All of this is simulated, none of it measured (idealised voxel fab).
process module | voxel self aligned contacts
cross-section cut | 300 nm wide | cells 5 nm
A cross-section is a grid of square cells, given in bands from the top down. A band is one or more rows of cells.
Each band's line starts with the height of the band's top and of its bottom, in nm. Then come its materials from left to right, each with its width in nm. One material with "throughout" fills the band from edge to edge. "air" is empty space.
Height 0 is the level under which the wafer as received is all one material. The lowest band goes on downwards, as in "0 down".
A width such as "30 to 40" changes by the same amount from each row of cells to the next, from the band's top row to its bottom row.
"no change" after a step means that no cell of the cross-section changed.
closed voids: empty space of 8 cells or more with no open way to the top, each as width x height at its distance from the left edge, in nm
after a step's settings: what the simulator itself notes on the step
overlay nm, on a step with a mask: how far to the right of its planned place the mask lay; to the left if negative
plan
1 op RECEIVE | material Si
2 op OXIDIZE | depth nm 5
3 op DIRECTIONAL_DEP | material polySi | thk nm 30
4 op DIRECTIONAL_DEP | material SiN | thk nm 15
5 op MASKED_ETCH | tone cover | mask id GATE | width nm 35 | pitch nm 65 | etch materials SiN | depth nm 15 | overlay nm 0
6 op MASKED_ETCH | tone cover | mask id GATE | width nm 25 | pitch nm 65 | etch materials polySi | depth nm 30 | overlay nm 0
7 op CONFORMAL_DEP | material SiN | thk nm 5
8 op DIRECTIONAL_ETCH | etch materials SiN | depth nm 5
9 op FILL_DEP | material SiO2 | thk nm 10
10 op CMP | height nm 50
11 op DIRECTIONAL_DEP | material aC | thk nm 10
12 op PATTERN | tone open | mask id CONTACT | material resist | width nm 40 | thk nm 25 | overlay nm 0
13 op DIRECTIONAL_ETCH | etch materials aC | depth nm 10
14 op STRIP | etch materials resist
15 op DIRECTIONAL_ETCH | etch materials SiO2 | depth nm 55
16 op STRIP | etch materials aC
17 op CONFORMAL_DEP | material TiN | thk nm 5
18 op FILL_DEP | material W | thk nm 10
19 op CMP | height nm 50
20 op CONFORMAL_DEP | material SiN | thk nm 5
varied across the wafers: width nm of step 6. The plan shows the first wafer's value. All wafers start alike
first wafer as received, after step 1
  0 down: Si throughout
  closed voids: none
first wafer at the end, after step 20
  55 to 50: SiN throughout
  50 to 45: SiO2 130 | TiN 15 | W 10 | TiN 15 | SiO2 130
  45 to 30: SiO2 95 | SiN 45 | TiN 5 | W 10 | TiN 5 | SiN 45 | SiO2 95
  30 to 0: SiO2 95 | SiN 5 | polySi 35 | SiN 5 | TiN 5 | W 10 | TiN 5 | SiN 5 | polySi 35 | SiN 5 | SiO2 95
  0 to -5: SiO2 140 | TiN 20 | SiO2 140
  -5 down: Si throughout
  closed voids: none
last wafer at the end
  55 to 50: SiN throughout
  50 to 45: SiO2 130 | TiN 15 | W 10 | TiN 15 | SiO2 130
  45 to 35: SiO2 95 | SiN 45 | TiN 5 | W 10 | TiN 5 | SiN 45 | SiO2 95
  35 to 30: SiO2 95 | SiN 45 | TiN 20 | SiN 45 | SiO2 95
  30 to 0: SiO2 90 | SiN 5 | polySi 50 | SiN 5 | TiN 5 | SiN 5 | polySi 50 | SiN 5 | SiO2 85
  0 to -5: SiO2 150 | TiN 5 | SiO2 145
  -5 down: Si throughout
  closed voids: none
each wafer at the end: cells of each material gained (+) or lost (-) since it was received, then its closed voids
width nm 25 | -60 Si | +138 SiN | +450 SiO2 | +28 TiN | +20 W | +84 polySi | closed voids: none
width nm 30 | -60 Si | +138 SiN | +450 SiO2 | +28 TiN | +20 W | +84 polySi | closed voids: none
width nm 35 | -60 Si | +138 SiN | +450 SiO2 | +28 TiN | +20 W | +84 polySi | closed voids: none
width nm 40 | -60 Si | +138 SiN | +445 SiO2 | +28 TiN | +13 W | +96 polySi | closed voids: none
width nm 45 | -60 Si | +138 SiN | +440 SiO2 | +28 TiN | +6 W | +108 polySi | closed voids: none
width nm 50 | -60 Si | +138 SiN | +435 SiO2 | +21 TiN | +6 W | +120 polySi | closed voids: none
